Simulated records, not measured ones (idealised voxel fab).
This is a process module. Its name is voxel released beams.
Section shown: cut. Width: 175 nm. Cell size: 5 nm, square.
Square cells in a grid make up a cross-section in this document, and the grid is given as bands, listed from the top down, each one or more rows of cells.
Each band's line starts with the height of the band's top and of its bottom, in nm. Then come its materials from left to right, each with its width in nm. One material with "edge to edge" fills the band from edge to edge. "blank" is empty space.
Heights are expressed relative to 0, this being the level below which the as-received wafer comprises one material exclusively. The lowest band is unbounded in the downward direction and is denoted as in "0 down".
The notation "30 to 40" denotes a width that varies across the rows of cells in the band, beginning at the first number in the top row, finishing at the second number in the bottom row, and changing by an identical amount from each row to the next.
Basically "remained unchanged" means that step didn't change any cell in the cross-section.
Each empty space that has no open way to the top and spans at least 8 cells appears under "Sealed cavities" as width x height at distance, the distance counted from the left edge, all in nm.
Formally, on a step line, whatever follows the settings is a remark that the simulator itself makes on the step.
overlay nm: mask right of planned place by this much (step with mask). Neg. = left.
The steps planned for the process are as follows
1 RECEIVE,material Si
2 CONFORMAL_DEP,material SiN,thk nm 10
3 DIRECTIONAL_DEP,material SiO2,thk nm 20
4 MASKED_ETCH,tone open,mask id ANCHOR,width nm 35,etch materials SiO2,depth nm 20,overlay nm 0
5 CONFORMAL_DEP,material W,thk nm 10
6 MASKED_ETCH,tone cover,mask id BEAM,width nm 100,etch materials W,depth nm 10,overlay nm 0
7 STRIP,etch materials SiO2
The plan shows the width nm of step 6 as the first wafer had it; this setting differs between the wafers, which start out alike.
The first of several wafers as received, shown in cross-section; this is its state after step 1
> 0 down  Si edge to edge
> Sealed cavities: none
Last step of the module is step 7; after it, the first of several wafers in cross-section
> 40 to 30  35 nm blank, then 10 nm W, then 15 nm blank, then 75 nm W, then 40 nm blank
> 30 to 20  35 nm blank, then 10 nm W, then 15 nm blank, then 10 nm W, then 105 nm blank
> 20 to 10  35 nm blank, then 35 nm W, then 105 nm blank
> 10 to 0  SiN edge to edge
> 0 down  Si edge to edge
> Sealed cavities: none
End of module, last wafer sectioned
> 40 to 30  25 nm blank, then 20 nm W, then 15 nm blank, then 90 nm W, then 25 nm blank
> 30 to 20  35 nm blank, then 10 nm W, then 15 nm blank, then 10 nm W, then 105 nm blank
> 20 to 10  35 nm blank, then 35 nm W, then 105 nm blank
> 10 to 0  SiN edge to edge
> 0 down  Si edge to edge
> Sealed cavities: none
Quick key for the table: a row per wafer, taken at the end of the module. For each material it tells you how many cells the wafer gained (+) or lost (-) since it came in, and the closed voids come after
width nm 100 | +70 SiN | +56 W | Sealed cavities: none
width nm 105 | +70 SiN | +58 W | Sealed cavities: none
width nm 110 | +70 SiN | +60 W | Sealed cavities: none
width nm 115 | +70 SiN | +62 W | Sealed cavities: none
width nm 120 | +70 SiN | +64 W | Sealed cavities: none
width nm 125 | +70 SiN | +66 W | Sealed cavities: none
